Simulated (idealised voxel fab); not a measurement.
Module name: voxel gate over fins (process module)
In the cross-section labelled cut, the width is 275 nm and each square cell is 5 nm.
Cross-section, as written here: a square-cell grid given band by band from the top down, where a band holds one or more rows of cells. Each band's line starts with the height of the band's top and of its bottom, in nm. Then come its materials from left to right, each with its width in nm. One material with "throughout" fills the band from edge to edge. "empty" is empty space. We count height from 0. Below that, the starting wafer is all one material. The lowest band never ends at the bottom but goes on down; see "from 0 down" for how that is written. Note: "30..40" means the width goes from the first number (top row of the band) to the second number (bottom row) in equal steps per row of cells. Where the words "same as before" appear for a step, the cross-section shows no cell changed by that step; every cell remained as before. "Encapsulated voids": empty spaces of 8 cells or more with no open way to the top, each given as width x height at distance, distance from the left edge, all in nm. Post-settings text on a step line: simulator's own remark regarding the step. For masked steps, "overlay nm" on the step line gives how far right of plan the mask actually lay; a minus sign means it lay to the left.

THE STEPS PLANNED FOR THE PROCESS ARE AS FOLLOWS
1: RECEIVE,material Si
2: CONFORMAL_DEP,material SiN,thk nm 10
3: DIRECTIONAL_DEP,material aC,thk nm 15
4: PATTERN,tone cover,mask id FINS,material resist,width nm 15,pitch nm 50,thk nm 35,overlay nm 0
5: DIRECTIONAL_ETCH,etch materials aC,depth nm 15
6: STRIP,etch materials resist
7: DIRECTIONAL_ETCH,etch materials SiN,depth nm 10
8: DIRECTIONAL_ETCH,etch materials Si,depth nm 40
9: STRIP,etch materials aC
10: OXIDIZE,depth nm 5
11: FILL_DEP,material SiO2,thk nm 15
12: CMP,height nm 10
13: MASKED_ETCH,tone open,mask id RAIL,width nm 15,etch materials SiO2,depth nm 45,overlay nm 0
14: CONFORMAL_DEP,material TiN,thk nm 5
15: FILL_DEP,material W,thk nm 10
16: CMP,height nm 10
17: SELECTIVE_ETCH,etch materials W Ru TiN,depth nm 30
18: FILL_DEP,material SiO2,thk nm 5
19: CMP,height nm 10
20: SELECTIVE_ETCH,etch materials SiO2,depth nm 20
21: STRIP,etch materials SiN
22: CONFORMAL_DEP,material HfO2,thk nm 5
23: CONFORMAL_DEP,material TiN,thk nm 5
24: CONFORMAL_DEP,material TiAl,thk nm 5
25: CONFORMAL_DEP,material TiN,thk nm 5
26: FILL_DEP,material W,thk nm 15
27: CMP,height nm 30
28: CONFORMAL_DEP,material SiCN,thk nm 10

INCOMING WAFER, CROSS-SECTIONAL VIEW, POST STEP 1
from 0 down | Si throughout
Encapsulated voids: none

WAFER AT MODULE END, IN SECTION. BEGAN AS ABOVE, PLANNED AS ABOVE, RUN WITH ONE MISTAKE
from 40 to 30 | SiCN throughout
from 30 to 15 | W throughout
from 15 to 10 | 95 W, 35 TiN, 15 W, 35 TiN, 95 W
from 10 to 5 | 95 W, 5 TiN, 25 TiAl, 5 TiN, 15 W, 5 TiN, 25 TiAl, 5 TiN, 95 W
from 5 to 0 | 100 TiN, 5 TiAl, 15 TiN, 5 TiAl, 25 TiN, 5 TiAl, 15 TiN, 5 TiAl, 100 TiN
from 0 to -5 | 105 TiAl, 5 TiN, 5 Si, 5 TiN, 35 TiAl, 5 TiN, 5 Si, 5 TiN, 105 TiAl
from -5 to -10 | 110 TiN, 5 Si, 45 TiN, 5 Si, 110 TiN
from -10 to -20 | 110 SiO2, 5 Si, 45 SiO2, 5 Si, 110 SiO2
from -20 to -30 | 110 SiO2, 5 Si, 15 SiO2, 5 TiN, 5 W, 5 TiN, 15 SiO2, 5 Si, 110 SiO2
from -30 to -35 | 110 SiO2, 5 Si, 15 SiO2, 15 TiN, 15 SiO2, 5 Si, 110 SiO2
from -35 to -45 | 110 SiO2, 5 Si, 45 SiO2, 5 Si, 110 SiO2
from -45 down | Si throughout
Encapsulated voids: none
Plan not followed: heads up, step 22 of the plan was skipped and never actually ran
